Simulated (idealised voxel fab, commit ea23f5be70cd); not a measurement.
process module | voxel self aligned contacts
cross-section cut | 255 nm wide | cells 5 nm
A cross-section is a grid of square cells, given in bands from the top down. A band is one or more rows of cells.
Each band's line starts with the height of the band's top and of its bottom, in nm. Then come its materials from left to right, each with its width in nm. One material with "throughout" fills the band from edge to edge. "air" is empty space.
Height 0 is the level under which the wafer as received is all one material. The lowest band goes on downwards, as in "0 down".
A width such as "30 to 40" changes by the same amount from each row of cells to the next, from the band's top row to its bottom row.
"no change" after a step means that no cell of the cross-section changed.
closed voids: empty space of 8 cells or more with no open way to the top, each as width x height at its distance from the left edge, in nm
after a step's settings: what the simulator itself notes on the step
overlay nm, on a step with a mask: how far to the right of its planned place the mask lay; to the left if negative
plan
1 op RECEIVE | material Si
2 op CONFORMAL_DEP | material SiO2 | thk nm 5
3 op DIRECTIONAL_DEP | material polySi | thk nm 30
4 op DIRECTIONAL_DEP | material SiN | thk nm 20
5 op MASKED_ETCH | tone cover | mask id GATE | width nm 35 | pitch nm 80 | etch materials SiN | depth nm 20 | overlay nm 0
6 op MASKED_ETCH | tone cover | mask id GATE | width nm 35 | pitch nm 80 | etch materials polySi | depth nm 30 | overlay nm 0
7 op CONFORMAL_DEP | material SiN | thk nm 10
8 op DIRECTIONAL_ETCH | etch materials SiN | depth nm 10
9 op FILL_DEP | material SiO2 | thk nm 15
10 op CMP | height nm 65
11 op PATTERN | tone open | mask id CONTACT | material resist | width nm 65 | thk nm 20 | overlay nm 0
12 op DIRECTIONAL_ETCH | etch materials SiO2 | depth nm 65
13 op STRIP | etch materials resist
14 op CONFORMAL_DEP | material TiN | thk nm 5
15 op FILL_DEP | material Ru | thk nm 5
16 op CMP | height nm 65
17 op CONFORMAL_DEP | material SiCN | thk nm 5
first wafer, as planned
as received, after step 1
  0 down: Si throughout
  closed voids: none
after step 2
  5 to 0: SiO2 throughout
  below 0: unchanged
after step 3
  35 to 5: polySi throughout
  below 5: unchanged
after step 4
  55 to 35: SiN throughout
  below 35: unchanged
after step 5
  55 to 35: air 70 | SiN 35 | air 45 | SiN 35 | air 70
  below 35: unchanged
after step 6
  55 to 35: air 70 | SiN 35 | air 45 | SiN 35 | air 70
  35 to 5: air 70 | polySi 35 | air 45 | polySi 35 | air 70
  below 5: unchanged
after step 7
  65 to 35: air 60 | SiN 55 | air 25 | SiN 55 | air 60
  35 to 15: air 60 | SiN 10 | polySi 35 | SiN 10 | air 25 | SiN 10 | polySi 35 | SiN 10 | air 60
  15 to 5: SiN 70 | polySi 35 | SiN 45 | polySi 35 | SiN 70
  below 5: unchanged
after step 8
  55 to 35: air 60 | SiN 55 | air 25 | SiN 55 | air 60
  35 to 5: air 60 | SiN 10 | polySi 35 | SiN 10 | air 25 | SiN 10 | polySi 35 | SiN 10 | air 60
  below 5: unchanged
after step 9
  70 to 55: SiO2 throughout
  55 to 35: SiO2 60 | SiN 55 | SiO2 25 | SiN 55 | SiO2 60
  35 to 5: SiO2 60 | SiN 10 | polySi 35 | SiN 10 | SiO2 25 | SiN 10 | polySi 35 | SiN 10 | SiO2 60
  below 5: unchanged
after step 10
  65 to 55: SiO2 throughout
  below 55: unchanged
after step 11
  85 to 65: resist 95 | air 65 | resist 95
  below 65: unchanged
after step 12
  85 to 65: resist 95 | air 65 | resist 95
  65 to 55: SiO2 95 | air 65 | SiO2 95
  55 to 35: SiO2 60 | SiN 55 | air 25 | SiN 55 | SiO2 60
  35 to 5: SiO2 60 | SiN 10 | polySi 35 | SiN 10 | air 25 | SiN 10 | polySi 35 | SiN 10 | SiO2 60
  5 to 0: SiO2 115 | air 25 | SiO2 115
  below 0: unchanged
after step 13
  65 to 55: SiO2 95 | air 65 | SiO2 95
  below 55: unchanged
after step 14
  70 to 65: TiN 100 | air 55 | TiN 100
  65 to 55: SiO2 95 | TiN 5 to 25 | air 55 to 15 | TiN 5 to 25 | SiO2 95
  55 to 35: SiO2 60 | SiN 55 | TiN 5 | air 15 | TiN 5 | SiN 55 | SiO2 60
  35 to 5: SiO2 60 | SiN 10 | polySi 35 | SiN 10 | TiN 5 | air 15 | TiN 5 | SiN 10 | polySi 35 | SiN 10 | SiO2 60
  5 to 0: SiO2 115 | TiN 25 | SiO2 115
  below 0: unchanged
after step 15
  75 to 70: Ru throughout
  70 to 65: TiN 100 | Ru 55 | TiN 100
  65 to 55: SiO2 95 | TiN 5 to 25 | Ru 55 to 15 | TiN 5 to 25 | SiO2 95
  55 to 35: SiO2 60 | SiN 55 | TiN 5 | Ru 15 | TiN 5 | SiN 55 | SiO2 60
  35 to 5: SiO2 60 | SiN 10 | polySi 35 | SiN 10 | TiN 5 | Ru 15 | TiN 5 | SiN 10 | polySi 35 | SiN 10 | SiO2 60
  below 5: unchanged
after step 16
  65 to 55: SiO2 95 | TiN 5 to 25 | Ru 55 to 15 | TiN 5 to 25 | SiO2 95
  below 55: unchanged
after step 17
  70 to 65: SiCN throughout
  below 65: unchanged
second wafer: like start, like plan, one mistake. Through step 10 it matches the first wafer
when step 11 should have ended
  85 to 65: resist 105 | air 65 | resist 85
  below 65: unchanged
when step 12 should have ended
  85 to 65: resist 105 | air 65 | resist 85
  65 to 55: SiO2 105 | air 65 | SiO2 85
  55 to 35: SiO2 60 | SiN 55 | air 25 | SiN 55 | SiO2 60
  35 to 5: SiO2 60 | SiN 10 | polySi 35 | SiN 10 | air 25 | SiN 10 | polySi 35 | SiN 10 | SiO2 60
  5 to 0: SiO2 115 | air 25 | SiO2 115
  below 0: unchanged
when step 13 should have ended
  65 to 55: SiO2 105 | air 65 | SiO2 85
  below 55: unchanged
when step 14 should have ended
  70 to 65: TiN 110 | air 55 | TiN 90
  65 to 55: SiO2 105 | TiN 5 to 15 | air 55 to 15 | TiN 5 to 35 | SiO2 85
  55 to 35: SiO2 60 | SiN 55 | TiN 5 | air 15 | TiN 5 | SiN 55 | SiO2 60
  35 to 5: SiO2 60 | SiN 10 | polySi 35 | SiN 10 | TiN 5 | air 15 | TiN 5 | SiN 10 | polySi 35 | SiN 10 | SiO2 60
  5 to 0: SiO2 115 | TiN 25 | SiO2 115
  below 0: unchanged
when step 15 should have ended
  75 to 70: Ru throughout
  70 to 65: TiN 110 | Ru 55 | TiN 90
  65 to 55: SiO2 105 | TiN 5 to 15 | Ru 55 to 15 | TiN 5 to 35 | SiO2 85
  55 to 35: SiO2 60 | SiN 55 | TiN 5 | Ru 15 | TiN 5 | SiN 55 | SiO2 60
  35 to 5: SiO2 60 | SiN 10 | polySi 35 | SiN 10 | TiN 5 | Ru 15 | TiN 5 | SiN 10 | polySi 35 | SiN 10 | SiO2 60
  below 5: unchanged
when step 16 should have ended
  65 to 55: SiO2 105 | TiN 5 to 15 | Ru 55 to 15 | TiN 5 to 35 | SiO2 85
  below 55: unchanged
when step 17 should have ended
  70 to 65: SiCN throughout
  below 65: unchanged
what went wrong: step 11 ran as: op PATTERN | tone open | mask id CONTACT | material resist | width nm 65 | thk nm 20 | overlay nm 10
at the end the second wafer has, in cells: as many of each material as the first, in other places
